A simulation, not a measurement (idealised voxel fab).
Title: Process Module voxel lift off
Section shown: cut. Width: 205 nm. Cell size: 5 nm, square.
A cross-section in this document is a grid of square cells, and it is written down as bands, the top band listed before the ones below it; a band is made up of one or more rows of cells. First you get the band's top height and its bottom height, in nm, and then the materials it's made of, left to right, with each width in nm. If you see a single material with "full width", that one covers the band edge to edge. "blank" is empty space. Heights are measured from 0, the level below which the as-received wafer is all one material; the lowest band has no bottom and continues downward, written as in "0 -> down". A width given as "30..40" starts at the first number in the band's top row and ends at the second number in its bottom row, shifting by an equal amount at every step from row to row. "everything unchanged" for a step: no cell of the cross-section changed in that step. In the "Sealed-off cavities" entry, you get each enclosed empty space of 8 cells or more, one with no open way to the top, written width x height at distance, distance from the left edge, in nm. On each step's line, the part that comes after the settings is the simulator's own comment on the step. overlay nm: mask offset rightward from planned place, masked step; negative means leftward offset.
List of planned process steps:
step 1: op RECEIVE | material Si
step 2: op CONFORMAL_DEP | material Al2O3 | thk nm 15
step 3: op PATTERN | tone open | mask id LINES | material resist | width nm 30 | pitch nm 55 | thk nm 25 | overlay nm 0
step 4: op DIRECTIONAL_DEP | material Ru | thk nm 10
step 5: op STRIP | etch materials resist
step 6: op CONFORMAL_DEP | material SiN | thk nm 5
Here's what the wafer looked like in cross-section when it arrived - that's after step 1:
- 0 -> down = Si full width
- Sealed-off cavities: none
The cross-section shown corresponds to the wafer at the conclusion of the module. The initial structure and the process plan are those presented above; however, one mistake occurred in executing the plan:
- 30 -> 25 = blank 50, SiN 50, blank 5, SiN 50, blank 50
- 25 -> 20 = blank 50, SiN 5, Ru 40, SiN 5, blank 5, SiN 5, Ru 40, SiN 5, blank 50
- 20 -> 15 = SiN 55, Ru 40, SiN 15, Ru 40, SiN 55
- 15 -> 0 = Al2O3 full width
- 0 -> down = Si full width
- Sealed-off cavities: none
Nonconformance to the process plan: the process deviated at step 3: the operation and settings actually run there were op PATTERN | tone open | mask id LINES | material resist | width nm 40 | pitch nm 55 | thk nm 25 | overlay nm 0
